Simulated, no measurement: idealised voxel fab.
process module | voxel gate over fins
cross-section cut | 245 nm wide | cells 5 nm
A cross-section is a grid of square cells, given in bands from the top down. A band is one or more rows of cells.
Each band's line starts with the height of the band's top and of its bottom, in nm. Then come its materials from left to right, each with its width in nm. One material with "throughout" fills the band from edge to edge. "air" is empty space.
Height 0 is the level under which the wafer as received is all one material. The lowest band goes on downwards, as in "0 down".
A width such as "30 to 40" changes by the same amount from each row of cells to the next, from the band's top row to its bottom row.
"no change" after a step means that no cell of the cross-section changed.
closed voids: empty space of 8 cells or more with no open way to the top, each as width x height at its distance from the left edge, in nm
after a step's settings: what the simulator itself notes on the step
overlay nm, on a step with a mask: how far to the right of its planned place the mask lay; to the left if negative
plan
1 op RECEIVE | material Si
2 op CONFORMAL_DEP | material SiN | thk nm 5
3 op MASKED_ETCH | tone cover | mask id FINS | width nm 15 | pitch nm 55 | etch materials SiN | depth nm 5 | overlay nm 0
4 op MASKED_ETCH | tone cover | mask id FINS | width nm 15 | pitch nm 55 | etch materials Si | depth nm 30 | overlay nm 0
5 op OXIDIZE | depth nm 5
6 op FILL_DEP | material SiO2 | thk nm 15
7 op CMP | height nm 5
8 op PATTERN | tone open | mask id RAIL | material resist | width nm 15 | thk nm 20 | overlay nm 0
9 op DIRECTIONAL_ETCH | etch materials SiO2 | depth nm 30
10 op STRIP | etch materials resist
11 op CONFORMAL_DEP | material TiN | thk nm 5
12 op FILL_DEP | material W | thk nm 5
13 op CMP | height nm 5
14 op SELECTIVE_ETCH | etch materials W Ru TiN | depth nm 25
15 op FILL_DEP | material SiO2 | thk nm 5
16 op CMP | height nm 5
17 op SELECTIVE_ETCH | etch materials SiO2 | depth nm 20
18 op STRIP | etch materials SiN
19 op CONFORMAL_DEP | material HfO2 | thk nm 5
20 op CONFORMAL_DEP | material TiN | thk nm 5
21 op FILL_DEP | material W | thk nm 10
22 op CMP | height nm 15
23 op CONFORMAL_DEP | material SiN | thk nm 5
first wafer, as planned
as received, after step 1
  0 down: Si throughout
  closed voids: none
after step 2
  5 to 0: SiN throughout
  below 0: unchanged
after step 3
  5 to 0: air 30 | SiN 15 | air 40 | SiN 15 | air 40 | SiN 15 | air 40 | SiN 15 | air 35
  below 0: unchanged
after step 4
  5 to 0: air 30 | SiN 15 | air 40 | SiN 15 | air 40 | SiN 15 | air 40 | SiN 15 | air 35
  0 to -30: air 30 | Si 15 | air 40 | Si 15 | air 40 | Si 15 | air 40 | Si 15 | air 35
  below -30: unchanged
after step 5
  5 to 0: air 30 | SiN 15 | air 40 | SiN 15 | air 40 | SiN 15 | air 40 | SiN 15 | air 35
  0 to -30: air 30 | SiO2 5 | Si 5 | SiO2 5 | air 40 | SiO2 5 | Si 5 | SiO2 5 | air 40 | SiO2 5 | Si 5 | SiO2 5 | air 40 | SiO2 5 | Si 5 | SiO2 5 | air 35
  -30 to -35: SiO2 35 | Si 5 | SiO2 50 | Si 5 | SiO2 50 | Si 5 | SiO2 50 | Si 5 | SiO2 40
  below -35: unchanged
after step 6
  20 to 5: SiO2 throughout
  5 to 0: SiO2 30 | SiN 15 | SiO2 40 | SiN 15 | SiO2 40 | SiN 15 | SiO2 40 | SiN 15 | SiO2 35
  0 to -35: SiO2 35 | Si 5 | SiO2 50 | Si 5 | SiO2 50 | Si 5 | SiO2 50 | Si 5 | SiO2 40
  below -35: unchanged
after step 7
  5 to 0: SiO2 30 | SiN 15 | SiO2 40 | SiN 15 | SiO2 40 | SiN 15 | SiO2 40 | SiN 15 | SiO2 35
  below 0: unchanged
after step 8
  25 to 5: resist 55 | air 15 | resist 175
  below 5: unchanged
after step 9
  25 to 5: resist 55 | air 15 | resist 175
  5 to 0: SiO2 30 | SiN 15 | SiO2 10 | air 15 | SiO2 15 | SiN 15 | SiO2 40 | SiN 15 | SiO2 40 | SiN 15 | SiO2 35
  0 to -25: SiO2 35 | Si 5 | SiO2 15 | air 15 | SiO2 20 | Si 5 | SiO2 50 | Si 5 | SiO2 50 | Si 5 | SiO2 40
  below -25: unchanged
after step 10
  5 to 0: SiO2 30 | SiN 15 | SiO2 10 | air 15 | SiO2 15 | SiN 15 | SiO2 40 | SiN 15 | SiO2 40 | SiN 15 | SiO2 35
  below 0: unchanged
after step 11
  10 to 5: TiN 60 | air 5 | TiN 180
  5 to 0: SiO2 30 | SiN 15 | SiO2 10 | TiN 5 | air 5 | TiN 5 | SiO2 15 | SiN 15 | SiO2 40 | SiN 15 | SiO2 40 | SiN 15 | SiO2 35
  0 to -20: SiO2 35 | Si 5 | SiO2 15 | TiN 5 | air 5 | TiN 5 | SiO2 20 | Si 5 | SiO2 50 | Si 5 | SiO2 50 | Si 5 | SiO2 40
  -20 to -25: SiO2 35 | Si 5 | SiO2 15 | TiN 15 | SiO2 20 | Si 5 | SiO2 50 | Si 5 | SiO2 50 | Si 5 | SiO2 40
  below -25: unchanged
after step 12
  15 to 10: W throughout
  10 to 5: TiN 60 | W 5 | TiN 180
  5 to 0: SiO2 30 | SiN 15 | SiO2 10 | TiN 5 | W 5 | TiN 5 | SiO2 15 | SiN 15 | SiO2 40 | SiN 15 | SiO2 40 | SiN 15 | SiO2 35
  0 to -20: SiO2 35 | Si 5 | SiO2 15 | TiN 5 | W 5 | TiN 5 | SiO2 20 | Si 5 | SiO2 50 | Si 5 | SiO2 50 | Si 5 | SiO2 40
  below -20: unchanged
after step 13
  5 to 0: SiO2 30 | SiN 15 | SiO2 10 | TiN 5 | W 5 | TiN 5 | SiO2 15 | SiN 15 | SiO2 40 | SiN 15 | SiO2 40 | SiN 15 | SiO2 35
  below 0: unchanged
after step 14
  5 to 0: SiO2 30 | SiN 15 | SiO2 10 | air 15 | SiO2 15 | SiN 15 | SiO2 40 | SiN 15 | SiO2 40 | SiN 15 | SiO2 35
  0 to -20: SiO2 35 | Si 5 | SiO2 15 | air 15 | SiO2 20 | Si 5 | SiO2 50 | Si 5 | SiO2 50 | Si 5 | SiO2 40
  below -20: unchanged
after step 15
  10 to 5: SiO2 throughout
  5 to 0: SiO2 30 | SiN 15 | SiO2 40 | SiN 15 | SiO2 40 | SiN 15 | SiO2 40 | SiN 15 | SiO2 35
  0 to -20: SiO2 35 | Si 5 | SiO2 50 | Si 5 | SiO2 50 | Si 5 | SiO2 50 | Si 5 | SiO2 40
  below -20: unchanged
after step 16
  5 to 0: SiO2 30 | SiN 15 | SiO2 40 | SiN 15 | SiO2 40 | SiN 15 | SiO2 40 | SiN 15 | SiO2 35
  below 0: unchanged
after step 17
  5 to 0: air 30 | SiN 15 | air 40 | SiN 15 | air 40 | SiN 15 | air 40 | SiN 15 | air 35
  0 to -15: air 35 | Si 5 | air 50 | Si 5 | air 50 | Si 5 | air 50 | Si 5 | air 40
  below -15: unchanged
after step 18
  0 to -15: air 35 | Si 5 | air 50 | Si 5 | air 50 | Si 5 | air 50 | Si 5 | air 40
  below -15: unchanged
after step 19
  5 to 0: air 30 | HfO2 15 | air 40 | HfO2 15 | air 40 | HfO2 15 | air 40 | HfO2 15 | air 35
  0 to -10: air 30 | HfO2 5 | Si 5 | HfO2 5 | air 40 | HfO2 5 | Si 5 | HfO2 5 | air 40 | HfO2 5 | Si 5 | HfO2 5 | air 40 | HfO2 5 | Si 5 | HfO2 5 | air 35
  -10 to -15: HfO2 35 | Si 5 | HfO2 50 | Si 5 | HfO2 50 | Si 5 | HfO2 50 | Si 5 | HfO2 40
  below -15: unchanged
after step 20
  10 to 5: air 25 | TiN 25 | air 30 | TiN 25 | air 30 | TiN 25 | air 30 | TiN 25 | air 30
  5 to 0: air 25 | TiN 5 | HfO2 15 | TiN 5 | air 30 | TiN 5 | HfO2 15 | TiN 5 | air 30 | TiN 5 | HfO2 15 | TiN 5 | air 30 | TiN 5 | HfO2 15 | TiN 5 | air 30
  0 to -5: air 25 | TiN 5 | HfO2 5 | Si 5 | HfO2 5 | TiN 5 | air 30 | TiN 5 | HfO2 5 | Si 5 | HfO2 5 | TiN 5 | air 30 | TiN 5 | HfO2 5 | Si 5 | HfO2 5 | TiN 5 | air 30 | TiN 5 | HfO2 5 | Si 5 | HfO2 5 | TiN 5 | air 30
  -5 to -10: TiN 30 | HfO2 5 | Si 5 | HfO2 5 | TiN 40 | HfO2 5 | Si 5 | HfO2 5 | TiN 40 | HfO2 5 | Si 5 | HfO2 5 | TiN 40 | HfO2 5 | Si 5 | HfO2 5 | TiN 35
  below -10: unchanged
after step 21
  20 to 10: W throughout
  10 to 5: W 25 | TiN 25 | W 30 | TiN 25 | W 30 | TiN 25 | W 30 | TiN 25 | W 30
  5 to 0: W 25 | TiN 5 | HfO2 15 | TiN 5 | W 30 | TiN 5 | HfO2 15 | TiN 5 | W 30 | TiN 5 | HfO2 15 | TiN 5 | W 30 | TiN 5 | HfO2 15 | TiN 5 | W 30
  0 to -5: W 25 | TiN 5 | HfO2 5 | Si 5 | HfO2 5 | TiN 5 | W 30 | TiN 5 | HfO2 5 | Si 5 | HfO2 5 | TiN 5 | W 30 | TiN 5 | HfO2 5 | Si 5 | HfO2 5 | TiN 5 | W 30 | TiN 5 | HfO2 5 | Si 5 | HfO2 5 | TiN 5 | W 30
  below -5: unchanged
after step 22
  15 to 10: W throughout
  below 10: unchanged
after step 23
  20 to 15: SiN throughout
  below 15: unchanged
second wafer: like start, like plan, one mistake. Through step 2 it matches the first wafer
when step 3 should have ended
  5 to 0: air 35 | SiN 15 | air 40 | SiN 15 | air 40 | SiN 15 | air 40 | SiN 15 | air 30
  below 0: unchanged
when step 4 should have ended
  5 to 0: air 35 | SiN 15 | air 40 | SiN 15 | air 40 | SiN 15 | air 40 | SiN 15 | air 30
  0 to -30: air 30 | Si 20 | air 35 | Si 20 | air 35 | Si 20 | air 35 | Si 20 | air 30
  below -30: unchanged
when step 5 should have ended
  5 to 0: air 35 | SiN 15 | air 40 | SiN 15 | air 40 | SiN 15 | air 40 | SiN 15 | air 30
  0 to -5: air 30 | SiO2 10 | Si 5 | SiO2 5 | air 35 | SiO2 10 | Si 5 | SiO2 5 | air 35 | SiO2 10 | Si 5 | SiO2 5 | air 35 | SiO2 10 | Si 5 | SiO2 5 | air 30
  -5 to -30: air 30 | SiO2 5 | Si 10 | SiO2 5 | air 35 | SiO2 5 | Si 10 | SiO2 5 | air 35 | SiO2 5 | Si 10 | SiO2 5 | air 35 | SiO2 5 | Si 10 | SiO2 5 | air 30
  -30 to -35: SiO2 35 | Si 10 | SiO2 45 | Si 10 | SiO2 45 | Si 10 | SiO2 45 | Si 10 | SiO2 35
  below -35: unchanged
when step 6 should have ended
  20 to 5: SiO2 throughout
  5 to 0: SiO2 35 | SiN 15 | SiO2 40 | SiN 15 | SiO2 40 | SiN 15 | SiO2 40 | SiN 15 | SiO2 30
  0 to -5: SiO2 40 | Si 5 | SiO2 50 | Si 5 | SiO2 50 | Si 5 | SiO2 50 | Si 5 | SiO2 35
  -5 to -35: SiO2 35 | Si 10 | SiO2 45 | Si 10 | SiO2 45 | Si 10 | SiO2 45 | Si 10 | SiO2 35
  below -35: unchanged
when step 7 should have ended
  5 to 0: SiO2 35 | SiN 15 | SiO2 40 | SiN 15 | SiO2 40 | SiN 15 | SiO2 40 | SiN 15 | SiO2 30
  below 0: unchanged
when step 8 should have ended
  25 to 5: resist 55 | air 15 | resist 175
  below 5: unchanged
when step 9 should have ended
  25 to 5: resist 55 | air 15 | resist 175
  5 to 0: SiO2 35 | SiN 15 | SiO2 5 | air 15 | SiO2 20 | SiN 15 | SiO2 40 | SiN 15 | SiO2 40 | SiN 15 | SiO2 30
  0 to -5: SiO2 40 | Si 5 | SiO2 10 | air 15 | SiO2 25 | Si 5 | SiO2 50 | Si 5 | SiO2 50 | Si 5 | SiO2 35
  -5 to -25: SiO2 35 | Si 10 | SiO2 10 | air 15 | SiO2 20 | Si 10 | SiO2 45 | Si 10 | SiO2 45 | Si 10 | SiO2 35
  below -25: unchanged
when step 10 should have ended
  5 to 0: SiO2 35 | SiN 15 | SiO2 5 | air 15 | SiO2 20 | SiN 15 | SiO2 40 | SiN 15 | SiO2 40 | SiN 15 | SiO2 30
  below 0: unchanged
when step 11 should have ended
  10 to 5: TiN 60 | air 5 | TiN 180
  5 to 0: SiO2 35 | SiN 15 | SiO2 5 | TiN 5 | air 5 | TiN 5 | SiO2 20 | SiN 15 | SiO2 40 | SiN 15 | SiO2 40 | SiN 15 | SiO2 30
  0 to -5: SiO2 40 | Si 5 | SiO2 10 | TiN 5 | air 5 | TiN 5 | SiO2 25 | Si 5 | SiO2 50 | Si 5 | SiO2 50 | Si 5 | SiO2 35
  -5 to -20: SiO2 35 | Si 10 | SiO2 10 | TiN 5 | air 5 | TiN 5 | SiO2 20 | Si 10 | SiO2 45 | Si 10 | SiO2 45 | Si 10 | SiO2 35
  -20 to -25: SiO2 35 | Si 10 | SiO2 10 | TiN 15 | SiO2 20 | Si 10 | SiO2 45 | Si 10 | SiO2 45 | Si 10 | SiO2 35
  below -25: unchanged
when step 12 should have ended
  15 to 10: W throughout
  10 to 5: TiN 60 | W 5 | TiN 180
  5 to 0: SiO2 35 | SiN 15 | SiO2 5 | TiN 5 | W 5 | TiN 5 | SiO2 20 | SiN 15 | SiO2 40 | SiN 15 | SiO2 40 | SiN 15 | SiO2 30
  0 to -5: SiO2 40 | Si 5 | SiO2 10 | TiN 5 | W 5 | TiN 5 | SiO2 25 | Si 5 | SiO2 50 | Si 5 | SiO2 50 | Si 5 | SiO2 35
  -5 to -20: SiO2 35 | Si 10 | SiO2 10 | TiN 5 | W 5 | TiN 5 | SiO2 20 | Si 10 | SiO2 45 | Si 10 | SiO2 45 | Si 10 | SiO2 35
  below -20: unchanged
when step 13 should have ended
  5 to 0: SiO2 35 | SiN 15 | SiO2 5 | TiN 5 | W 5 | TiN 5 | SiO2 20 | SiN 15 | SiO2 40 | SiN 15 | SiO2 40 | SiN 15 | SiO2 30
  below 0: unchanged
when step 14 should have ended
  5 to 0: SiO2 35 | SiN 15 | SiO2 5 | air 15 | SiO2 20 | SiN 15 | SiO2 40 | SiN 15 | SiO2 40 | SiN 15 | SiO2 30
  0 to -5: SiO2 40 | Si 5 | SiO2 10 | air 15 | SiO2 25 | Si 5 | SiO2 50 | Si 5 | SiO2 50 | Si 5 | SiO2 35
  -5 to -20: SiO2 35 | Si 10 | SiO2 10 | air 15 | SiO2 20 | Si 10 | SiO2 45 | Si 10 | SiO2 45 | Si 10 | SiO2 35
  below -20: unchanged
when step 15 should have ended
  10 to 5: SiO2 throughout
  5 to 0: SiO2 35 | SiN 15 | SiO2 40 | SiN 15 | SiO2 40 | SiN 15 | SiO2 40 | SiN 15 | SiO2 30
  0 to -5: SiO2 40 | Si 5 | SiO2 50 | Si 5 | SiO2 50 | Si 5 | SiO2 50 | Si 5 | SiO2 35
  -5 to -20: SiO2 35 | Si 10 | SiO2 45 | Si 10 | SiO2 45 | Si 10 | SiO2 45 | Si 10 | SiO2 35
  below -20: unchanged
when step 16 should have ended
  5 to 0: SiO2 35 | SiN 15 | SiO2 40 | SiN 15 | SiO2 40 | SiN 15 | SiO2 40 | SiN 15 | SiO2 30
  below 0: unchanged
when step 17 should have ended
  5 to 0: air 35 | SiN 15 | air 40 | SiN 15 | air 40 | SiN 15 | air 40 | SiN 15 | air 30
  0 to -5: air 40 | Si 5 | air 50 | Si 5 | air 50 | Si 5 | air 50 | Si 5 | air 35
  -5 to -15: air 35 | Si 10 | air 45 | Si 10 | air 45 | Si 10 | air 45 | Si 10 | air 35
  below -15: unchanged
when step 18 should have ended
  0 to -5: air 40 | Si 5 | air 50 | Si 5 | air 50 | Si 5 | air 50 | Si 5 | air 35
  below -5: unchanged
when step 19 should have ended
  5 to 0: air 35 | HfO2 15 | air 40 | HfO2 15 | air 40 | HfO2 15 | air 40 | HfO2 15 | air 30
  0 to -10: air 30 | HfO2 10 to 5 | Si 5 to 10 | HfO2 5 | air 35 | HfO2 10 to 5 | Si 5 to 10 | HfO2 5 | air 35 | HfO2 10 to 5 | Si 5 to 10 | HfO2 5 | air 35 | HfO2 10 to 5 | Si 5 to 10 | HfO2 5 | air 30
  -10 to -15: HfO2 35 | Si 10 | HfO2 45 | Si 10 | HfO2 45 | Si 10 | HfO2 45 | Si 10 | HfO2 35
  below -15: unchanged
when step 20 should have ended
  10 to 5: air 30 | TiN 25 | air 30 | TiN 25 | air 30 | TiN 25 | air 30 | TiN 25 | air 25
  5 to 0: air 25 | TiN 10 | HfO2 15 | TiN 5 | air 25 | TiN 10 | HfO2 15 | TiN 5 | air 25 | TiN 10 | HfO2 15 | TiN 5 | air 25 | TiN 10 | HfO2 15 | TiN 5 | air 25
  0 to -5: air 25 | TiN 5 | HfO2 10 | Si 5 | HfO2 5 | TiN 5 | air 25 | TiN 5 | HfO2 10 | Si 5 | HfO2 5 | TiN 5 | air 25 | TiN 5 | HfO2 10 | Si 5 | HfO2 5 | TiN 5 | air 25 | TiN 5 | HfO2 10 | Si 5 | HfO2 5 | TiN 5 | air 25
  -5 to -10: TiN 30 | HfO2 5 | Si 10 | HfO2 5 | TiN 35 | HfO2 5 | Si 10 | HfO2 5 | TiN 35 | HfO2 5 | Si 10 | HfO2 5 | TiN 35 | HfO2 5 | Si 10 | HfO2 5 | TiN 30
  below -10: unchanged
when step 21 should have ended
  20 to 10: W throughout
  10 to 5: W 30 | TiN 25 | W 30 | TiN 25 | W 30 | TiN 25 | W 30 | TiN 25 | W 25
  5 to 0: W 25 | TiN 10 | HfO2 15 | TiN 5 | W 25 | TiN 10 | HfO2 15 | TiN 5 | W 25 | TiN 10 | HfO2 15 | TiN 5 | W 25 | TiN 10 | HfO2 15 | TiN 5 | W 25
  0 to -5: W 25 | TiN 5 | HfO2 10 | Si 5 | HfO2 5 | TiN 5 | W 25 | TiN 5 | HfO2 10 | Si 5 | HfO2 5 | TiN 5 | W 25 | TiN 5 | HfO2 10 | Si 5 | HfO2 5 | TiN 5 | W 25 | TiN 5 | HfO2 10 | Si 5 | HfO2 5 | TiN 5 | W 25
  below -5: unchanged
when step 22 should have ended
  15 to 10: W throughout
  below 10: unchanged
when step 23 should have ended
  20 to 15: SiN throughout
  below 15: unchanged
what went wrong: step 3 ran as: op MASKED_ETCH | tone cover | mask id FINS | width nm 15 | pitch nm 55 | etch materials SiN | depth nm 5 | overlay nm 5
at the end the second wafer has, in cells: 24 more of Si | 16 fewer of SiO2 | 8 fewer of W
